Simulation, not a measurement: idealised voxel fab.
process module | voxel capacitor over wiring
cross-section cut | 225 nm wide | cells 5 nm
A cross-section is a grid of square cells, given in bands from the top down. A band is one or more rows of cells.
Each band's line starts with the height of the band's top and of its bottom, in nm. Then come its materials from left to right, each with its width in nm. One material with "throughout" fills the band from edge to edge. "air" is empty space.
Height 0 is the level under which the wafer as received is all one material. The lowest band goes on downwards, as in "0 down".
A width such as "30 to 40" changes by the same amount from each row of cells to the next, from the band's top row to its bottom row.
"no change" after a step means that no cell of the cross-section changed.
closed voids: empty space of 8 cells or more with no open way to the top, each as width x height at its distance from the left edge, in nm
after a step's settings: what the simulator itself notes on the step
overlay nm, on a step with a mask: how far to the right of its planned place the mask lay; to the left if negative
plan
1 op RECEIVE | material Si
2 op CONFORMAL_DEP | material SiO2 | thk nm 10
3 op CONFORMAL_DEP | material SiCN | thk nm 5
4 op DIRECTIONAL_DEP | material SiO2 | thk nm 20
5 op PATTERN | tone open | mask id METAL_1 | material resist | width nm 30 | pitch nm 100 | thk nm 20 | overlay nm 0
6 op DIRECTIONAL_ETCH | etch materials SiO2 | depth nm 20
7 op DIRECTIONAL_ETCH | etch materials SiCN | depth nm 5
8 op STRIP | etch materials resist
9 op CONFORMAL_DEP | material TiN | thk nm 5
10 op FILL_DEP | material Cu | thk nm 10
11 op CMP | height nm 35
12 op EPI | material Ru | thk nm 5
13 op FILL_DEP | material SiCN | thk nm 5
14 op DIRECTIONAL_DEP | material lowk | thk nm 20
15 op PATTERN | tone open | mask id PLUG_1 | material resist | width nm 15 | thk nm 20 | overlay nm 0
16 op DIRECTIONAL_ETCH | etch materials lowk | depth nm 20
17 op DIRECTIONAL_ETCH | etch materials SiCN | depth nm 5
18 op STRIP | etch materials resist
19 op CONFORMAL_DEP | material TiN | thk nm 5
20 op FILL_DEP | material W | thk nm 10
21 op CMP | height nm 65
22 op DIRECTIONAL_DEP | material TiN | thk nm 10
23 op DIRECTIONAL_DEP | material Al2O3 | thk nm 5
24 op DIRECTIONAL_DEP | material TiN | thk nm 5
25 op MASKED_ETCH | tone cover | mask id UPPER_PLATE | width nm 75 | etch materials TiN | depth nm 5 | overlay nm 0
26 op MASKED_ETCH | tone cover | mask id UPPER_PLATE | width nm 75 | etch materials Al2O3 | depth nm 5 | overlay nm 0
27 op PATTERN | tone cover | mask id LOWER_PLATE | material resist | width nm 85 | thk nm 15 | overlay nm 0
28 op DIRECTIONAL_ETCH | etch materials TiN | depth nm 10
29 op STRIP | etch materials resist
30 op FILL_DEP | material SiO2 | thk nm 20
31 op CMP | height nm 100
32 op PATTERN | tone open | mask id PLUG_2 | material resist | width nm 15 | thk nm 15 | overlay nm 0
33 op DIRECTIONAL_ETCH | etch materials SiO2 | depth nm 15
34 op STRIP | etch materials resist
35 op CONFORMAL_DEP | material TiN | thk nm 5
36 op FILL_DEP | material W | thk nm 10
37 op CMP | height nm 100
38 op CONFORMAL_DEP | material SiN | thk nm 5
as received, after step 1
  0 down: Si throughout
  closed voids: none
a wafer at the end: this start, this plan, one mistake
  105 to 100: SiN throughout
  100 to 90: SiO2 70 | TiN 5 | W 5 | TiN 5 | SiO2 140
  90 to 80: SiO2 70 to 60 | TiN 15 to 75 | SiO2 140 to 90
  80 to 75: SiO2 60 | Al2O3 75 | SiO2 90
  75 to 65: SiO2 55 | TiN 85 | SiO2 85
  65 to 45: lowk 60 | TiN 5 | W 5 | TiN 5 | lowk 150
  45 to 40: SiCN 60 | TiN 15 | SiCN 150
  40 to 35: SiCN 40 | Ru 15 | SiCN 10 | Ru 15 | SiCN 60 | Ru 15 | SiCN 10 | Ru 15 | SiCN 45
  35 to 15: SiO2 45 | TiN 5 | SiN 20 | TiN 5 | SiO2 70 | TiN 5 | SiN 20 | TiN 5 | SiO2 50
  15 to 10: SiCN 45 | TiN 30 | SiCN 70 | TiN 30 | SiCN 50
  10 to 0: SiO2 throughout
  0 down: Si throughout
  closed voids: none
what went wrong: step 10 ran as: op FILL_DEP | material SiN | thk nm 10
